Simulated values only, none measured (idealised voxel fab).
Module name: voxel ribs on slabs (process module)
The cross-section shown here is cut; it is 150 nm wide and divided into square cells measuring 5 nm on a side.
This document writes a cross-section as a grid whose cells are square, and gives it as bands, listed from the top down; one or more rows of cells form a band.
In this notation a band is specified by the heights of its top and bottom, in that order and in nm, after which its materials appear from left to right, each paired with its width in nm. The word "all across" attached to a single material means that material fills the band from edge to edge; the word "air" stands for empty space.
Height 0 is the level under which the wafer as received is all one material. The lowest band goes on downwards, as in "0..down".
A width given as "30 to 40" starts at the first number in the band's top row and ends at the second number in its bottom row, shifting by an equal amount at every step from row to row.
Any step labelled "no modification" changed none of the cells in the cross-section.
"Closed void catalog" lists enclosed empty spaces (at least 8 cells, no open path upward to the top), each as width x height at distance from the left edge, in nm.
Anything after a step's settings on that line? It's the simulator's own note about the step.
"overlay nm" on a masked step: distance the mask lay right of its planned place, negative for left.
# Process steps - plan
1) RECEIVE [material Si]
2) DIRECTIONAL_DEP [material SiO2] [thk nm 30]
3) DIRECTIONAL_DEP [material polySi] [thk nm 20]
4) DIRECTIONAL_DEP [material aC] [thk nm 15]
5) PATTERN [tone cover] [mask id RIB] [material resist] [width nm 20] [thk nm 30] [overlay nm 0]
6) DIRECTIONAL_ETCH [etch materials aC] [depth nm 15]
7) STRIP [etch materials resist]
8) DIRECTIONAL_ETCH [etch materials polySi] [depth nm 15]
9) STRIP [etch materials aC]
10) PATTERN [tone cover] [mask id SLAB] [material resist] [width nm 60] [thk nm 15] [overlay nm 0]
11) DIRECTIONAL_ETCH [etch materials polySi] [depth nm 5]
12) STRIP [etch materials resist]
13) FILL_DEP [material SiO2] [thk nm 25]
14) CMP [height nm 65]
15) DIRECTIONAL_DEP [material W] [thk nm 5]
16) PATTERN [tone cover] [mask id HEATER] [material resist] [width nm 30] [thk nm 15] [overlay nm 0]
17) DIRECTIONAL_ETCH [etch materials W] [depth nm 5]
18) STRIP [etch materials resist]
19) CONFORMAL_DEP [material SiO2] [thk nm 5]
# Received-state cross-section, reflecting completion of step 1
    0..down: Si all across
    Closed void catalog: none
# Cross-sectional image of the first of two wafers at the end of the module, the run having proceeded as planned
    75..70: air 55 | SiO2 40 | air 55
    70..65: SiO2 60 | W 30 | SiO2 60
    65..50: SiO2 all across
    50..35: SiO2 65 | polySi 20 | SiO2 65
    35..30: SiO2 45 | polySi 60 | SiO2 45
    30..0: SiO2 all across
    0..down: Si all across
    Closed void catalog: none
# Here's the second of our two wafers sectioned at module end. Same start as the first, same plan, but one mistake got made running it
    75..70: air 55 | SiO2 40 | air 55
    70..65: SiO2 60 | W 30 | SiO2 60
    65..50: SiO2 all across
    50..45: SiO2 45 | polySi 20 | SiO2 20 | polySi 20 | SiO2 45
    45..35: polySi 65 | SiO2 20 | polySi 65
    35..30: polySi all across
    30..0: SiO2 all across
    0..down: Si all across
    Closed void catalog: none
It is concluded that the wafer was processed incorrectly with respect to the plan, in that step 5 did not use the planned setting and instead ran as PATTERN [tone open] [mask id RIB] [material resist] [width nm 20] [thk nm 30] [overlay nm 0]
Materials where the second wafer ends with more or fewer cells than the first: 66 fewer of SiO2, 66 more of polySi
